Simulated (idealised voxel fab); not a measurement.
The process module presented herein is designated voxel gate over fins.
The cross-section shown here is cut; it is 235 nm wide and divided into square cells measuring 5 nm on a side.
Bands, listed from the top down, are how a cross-section gets written in this document; the cross-section itself is a grid of square cells, and a band is one or more rows of them.
Look at the band entry: it leads with the top's height and the bottom's height in nm. Then it lists the materials left to right, with a width in nm for each. The word "edge to edge" on a single material says that material fills the band edge to edge. The word "blank" is empty space.
Zero point of the height axis is 0; under it, received wafer = one material. Lowest band: continues down indefinitely, "from 0 down".
Note: "30..40" means the width goes from the first number (top row of the band) to the second number (bottom row) in equal steps per row of cells.
Key: "identical to before" - step with no changed cell in the cross-section.
"Closed void list" - sealed voids, min. 8 cells, no opening to top; format: width x height at distance (distance from left edge; nm throughout).
What comes after the settings on a step's line is commentary from the simulator itself on that step.
"overlay nm" denotes, for a step that has a mask, the displacement of the mask to the right of its planned place, with negative values corresponding to the left.

**So here's the lineup of process steps we planned**
1: RECEIVE | material Si
2: CONFORMAL_DEP | material SiN | thk nm 10
3: DIRECTIONAL_DEP | material aC | thk nm 15
4: PATTERN | tone cover | mask id FINS | material resist | width nm 15 | pitch nm 45 | thk nm 35 | overlay nm 0
5: DIRECTIONAL_ETCH | etch materials aC | depth nm 15
6: STRIP | etch materials resist
7: DIRECTIONAL_ETCH | etch materials SiN | depth nm 10
8: DIRECTIONAL_ETCH | etch materials Si | depth nm 40
9: STRIP | etch materials aC
10: OXIDIZE | depth nm 5
11: FILL_DEP | material SiO2 | thk nm 5
12: CMP | height nm 10
13: SELECTIVE_ETCH | etch materials SiO2 | depth nm 20
14: STRIP | etch materials SiN
15: CONFORMAL_DEP | material HfO2 | thk nm 5
16: CONFORMAL_DEP | material TiN | thk nm 5
17: FILL_DEP | material W | thk nm 10
18: CMP | height nm 15
19: CONFORMAL_DEP | material SiN | thk nm 10

**Received-state cross-section, reflecting completion of step 1**
from 0 down  Si edge to edge
Closed void list: none

**Post-module cross-section: identical start and plan to those above, one misstep in execution**
from 25 to 15  SiN edge to edge
from 15 to 10  W edge to edge
from 10 to 5  80 W, then 25 TiN, then 20 W, then 25 TiN, then 85 W
from 5 to 0  80 W, then 5 TiN, then 15 HfO2, then 5 TiN, then 20 W, then 5 TiN, then 15 HfO2, then 5 TiN, then 85 W
from 0 to -5  75 TiN, then 5 W, then 5 TiN, then 5 HfO2, then 5 Si, then 5 HfO2, then 5 TiN, then 20 W, then 5 TiN, then 5 HfO2, then 5 Si, then 5 HfO2, then 5 TiN, then 5 W, then 80 TiN
from -5 to -10  70 HfO2, then 5 TiN, then 5 W, then 5 TiN, then 5 HfO2, then 5 Si, then 5 HfO2, then 5 TiN, then 20 W, then 5 TiN, then 5 HfO2, then 5 Si, then 5 HfO2, then 5 TiN, then 5 W, then 5 TiN, then 75 HfO2
from -10 to -15  65 SiO2, then 5 HfO2, then 15 TiN, then 5 HfO2, then 5 Si, then 5 HfO2, then 30 TiN, then 5 HfO2, then 5 Si, then 5 HfO2, then 15 TiN, then 5 HfO2, then 70 SiO2
from -15 to -20  65 SiO2, then 25 HfO2, then 5 Si, then 40 HfO2, then 5 Si, then 25 HfO2, then 70 SiO2
from -20 to -45  90 SiO2, then 5 Si, then 40 SiO2, then 5 Si, then 95 SiO2
from -45 down  Si edge to edge
Closed void list: none
It is concluded that the wafer was processed incorrectly with respect to the plan, in that steps 13 and 14 traded places in the executed sequence
